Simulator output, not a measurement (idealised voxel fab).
Process module under the name voxel self aligned vias
For reference, the cross-section in this document is cut, with width 290 nm and square cells of 5 nm.
Think of the cross-section as a grid of square cells. We describe it in bands, top to bottom, and each band covers one or more rows of those cells. Band: top height; bottom height; in nm. Then, left to right: material with width in nm, for each material. "all across": a single material spanning edge to edge. "air": empty space. Ref level 0: as-received wafer is one material below here. Bottom band extends down with no lower bound ("top 0, no bottom"). You'd read "30..40" like this: the band's top row of cells is as wide as the first number, its bottom row is as wide as the second, and going down, every row changes width by the same amount as the row before did. It should be understood that the words "same as before", when stated for a given step, signify that the cross-section underwent no change in any of its cells during that step. Reported under the label "Trapped voids" are the empty spaces having no open way to the top and comprising 8 cells or more; the notation for each is width x height at distance, in which the distance is measured from the left edge and all three values are in nm. Note: text after step settings on the step line = simulator remark on that step. overlay nm: mask right of planned place by this much (step with mask). Neg. = left.

Here's what the planned process steps look like
1,RECEIVE | material Si
2,CONFORMAL_DEP | material SiO2 | thk nm 10
3,CONFORMAL_DEP | material SiCN | thk nm 5
4,DIRECTIONAL_DEP | material SiO2 | thk nm 20
5,MASKED_ETCH | tone open | mask id LINES | width nm 25 | pitch nm 50 | etch materials SiO2 | depth nm 20 | overlay nm 0
6,CONFORMAL_DEP | material TiN | thk nm 5
7,FILL_DEP | material Ru | thk nm 5
8,CMP | height nm 35
9,SELECTIVE_ETCH | etch materials W Ru TiN | depth nm 5
10,FILL_DEP | material SiN | thk nm 10
11,CMP | height nm 35
12,DIRECTIONAL_DEP | material SiO2 | thk nm 15
13,DIRECTIONAL_DEP | material aC | thk nm 10
14,PATTERN | tone open | mask id VIAS | material resist | width nm 35 | pitch nm 50 | thk nm 30 | overlay nm 0
15,DIRECTIONAL_ETCH | etch materials aC | depth nm 10
16,STRIP | etch materials resist
17,DIRECTIONAL_ETCH | etch materials SiO2 | depth nm 15
18,DIRECTIONAL_ETCH | etch materials SiN | depth nm 5
19,STRIP | etch materials aC
20,CONFORMAL_DEP | material TiN | thk nm 5
21,FILL_DEP | material Cu | thk nm 5
22,CMP | height nm 50
23,CONFORMAL_DEP | material SiN | thk nm 5

Cross-section of the wafer upon arrival, representing the state reached after step 1
top 0, no bottom: Si all across
Trapped voids: none

Run as planned - first of the two wafers cross-sectioned at the end of the module
top 55, bottom 50: SiN all across
top 50, bottom 40: 100 of SiO2 / 5 of TiN / 25 of Cu / 5 of TiN / 15 of SiO2 / 5 of TiN / 25 of Cu / 5 of TiN / 105 of SiO2
top 40, bottom 35: 100 of SiO2 / 10 of TiN / 15 of Cu / 10 of TiN / 15 of SiO2 / 10 of TiN / 15 of Cu / 10 of TiN / 105 of SiO2
top 35, bottom 30: 105 of SiO2 / 25 of TiN / 25 of SiO2 / 25 of TiN / 110 of SiO2
top 30, bottom 20: 105 of SiO2 / 5 of TiN / 15 of Ru / 5 of TiN / 25 of SiO2 / 5 of TiN / 15 of Ru / 5 of TiN / 110 of SiO2
top 20, bottom 15: 105 of SiO2 / 25 of TiN / 25 of SiO2 / 25 of TiN / 110 of SiO2
top 15, bottom 10: SiCN all across
top 10, bottom 0: SiO2 all across
top 0, no bottom: Si all across
Trapped voids: none

Cross-section at end of module for the second wafer of two, which matched the first in starting point and plan and differed by one mistake in its processing
top 55, bottom 50: SiN all across
top 50, bottom 35: 100 of SiO2 / 5 of TiN / 25 of Cu / 5 of TiN / 15 of SiO2 / 5 of TiN / 25 of Cu / 5 of TiN / 105 of SiO2
top 35, bottom 30: 100 of SiN / 35 of TiN / 15 of SiN / 35 of TiN / 105 of SiN
top 30, bottom 15: 105 of SiO2 / 5 of TiN / 15 of Ru / 5 of TiN / 25 of SiO2 / 5 of TiN / 15 of Ru / 5 of TiN / 110 of SiO2
top 15, bottom 10: 105 of SiO2 / 25 of TiN / 25 of SiO2 / 25 of TiN / 110 of SiO2
top 10, bottom 0: SiO2 all across
top 0, no bottom: Si all across
Trapped voids: none
What went wrong in running the wafer? yeah, step 3 of the plan got skipped, never ran
Heads up, by the end the second wafer has more or fewer cells of some materials compared to the first: +4 Cu, +6 Ru, -58 SiCN, +44 SiN, +4 TiN
